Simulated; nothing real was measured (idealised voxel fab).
process module | voxel double patterning
cross-section cut | 205 nm wide | cells 5 nm
A cross-section is a grid of square cells, given in bands from the top down. A band is one or more rows of cells.
Each band's line starts with the height of the band's top and of its bottom, in nm. Then come its materials from left to right, each with its width in nm. One material with "throughout" fills the band from edge to edge. "air" is empty space.
Height 0 is the level under which the wafer as received is all one material. The lowest band goes on downwards, as in "0 down".
A width such as "30 to 40" changes by the same amount from each row of cells to the next, from the band's top row to its bottom row.
"no change" after a step means that no cell of the cross-section changed.
closed voids: empty space of 8 cells or more with no open way to the top, each as width x height at its distance from the left edge, in nm
after a step's settings: what the simulator itself notes on the step
overlay nm, on a step with a mask: how far to the right of its planned place the mask lay; to the left if negative
plan
1 op RECEIVE | material Si
2 op CONFORMAL_DEP | material SiO2 | thk nm 5
3 op DIRECTIONAL_DEP | material W | thk nm 10
4 op DIRECTIONAL_DEP | material SiN | thk nm 10
5 op PATTERN | tone open | mask id FIRST | material resist | width nm 15 | pitch nm 50 | thk nm 15 | overlay nm 0
6 op DIRECTIONAL_ETCH | etch materials SiN | depth nm 10
7 op STRIP | etch materials resist
8 op MASKED_ETCH | tone open | mask id SECOND | width nm 15 | etch materials SiN | depth nm 10 | overlay nm 0
9 op DIRECTIONAL_ETCH | etch materials W | depth nm 10
10 op STRIP | etch materials SiN
as received, after step 1
  0 down: Si throughout
  closed voids: none
first wafer at the end, as planned
  15 to 5: W 70 | air 15 | W 10 | air 15 | W 10 | air 15 | W 70
  5 to 0: SiO2 throughout
  0 down: Si throughout
  closed voids: none
second wafer at the end: like start, like plan, one mistake
  15 to 5: air 95 | W 15 | air 95
  5 to 0: SiO2 throughout
  0 down: Si throughout
  closed voids: none
what went wrong: step 8 ran as: op MASKED_ETCH | tone cover | mask id SECOND | width nm 15 | etch materials SiN | depth nm 10 | overlay nm 0
at the end the second wafer has, in cells: 58 fewer of W
